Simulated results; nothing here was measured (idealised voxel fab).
The document below concerns the process module designated voxel spacer lines.
Square cell edge 5 nm, section width 175 nm, ID cut.
The cross-sections in this document take the form of a grid made of square cells. They are written out as bands, in order from top to bottom. Each band consists of one or more rows of cells.
First you get the band's top height and its bottom height, in nm, and then the materials it's made of, left to right, with each width in nm. If you see a single material with "throughout", that one covers the band edge to edge. "air" is empty space.
Heads up on the height convention: 0 is the point under which the incoming wafer is all one material, and the lowest band has no bottom, it just keeps going down, like "0..down".
When a width is written as two numbers, as in "30 to 40", the first number is the width in the top row of cells of the band and the second is the width in its bottom row, and the width changes by the same amount from each row to the next.
Where the words "identical to before" appear for a step, the cross-section shows no cell changed by that step; every cell remained as before.
The list in "closed voids" covers empty spaces of 8 cells or more that cannot reach the top through any open way, and it gives each as width x height at distance; the distance is from the left edge, and width, height and distance are in nm.
Whatever follows a step's settings on its line is a remark the simulator itself makes about that step.
The optional step-line setting "overlay nm" applies to steps with a mask and quantifies how far to the right of its planned location the mask lay, a negative value indicating leftward placement.
## Here's what the planned process steps look like
1. RECEIVE | material Si
2. CONFORMAL_DEP | material Al2O3 | thk nm 10
3. DIRECTIONAL_DEP | material W | thk nm 15
4. DIRECTIONAL_DEP | material polySi | thk nm 30
5. PATTERN | tone cover | mask id MANDREL | material resist | width nm 15 | pitch nm 50 | thk nm 35 | overlay nm 0
6. DIRECTIONAL_ETCH | etch materials polySi | depth nm 30
7. STRIP | etch materials resist
8. CONFORMAL_DEP | material SiO2 | thk nm 10
9. DIRECTIONAL_ETCH | etch materials SiO2 | depth nm 10
10. STRIP | etch materials polySi
11. DIRECTIONAL_ETCH | etch materials W | depth nm 15
12. STRIP | etch materials SiO2
13. FILL_DEP | material lowk | thk nm 10
14. CMP | height nm 25
## Cross-section of the wafer upon arrival, representing the state reached after step 1
- 0..down = Si throughout
- closed voids: none
## Cross-sectional image of the first of two wafers at the end of the module, the run having proceeded as planned
- 25..10 = 20 nm lowk; 10 nm W; 15 nm lowk; 10 nm W; 15 nm lowk; 10 nm W; 15 nm lowk; 10 nm W; 15 nm lowk; 10 nm W; 15 nm lowk; 10 nm W; 20 nm lowk
- 10..0 = Al2O3 throughout
- 0..down = Si throughout
- closed voids: none
## Here is the second of the two wafers cut open at the end of the module - same start, same plan as the first one, but we made one mistake running it
- 25..10 = 20 nm Al2O3; 10 nm W; 15 nm Al2O3; 10 nm W; 15 nm Al2O3; 10 nm W; 15 nm Al2O3; 10 nm W; 15 nm Al2O3; 10 nm W; 15 nm Al2O3; 10 nm W; 20 nm Al2O3
- 10..0 = Al2O3 throughout
- 0..down = Si throughout
- closed voids: none
What was the processing mistake? step 13 was processed under conditions differing from the plan, specifically as FILL_DEP | material Al2O3 | thk nm 10
at the end the second wafer has, in cells: Al2O3: 69 more; lowk: 69 fewer
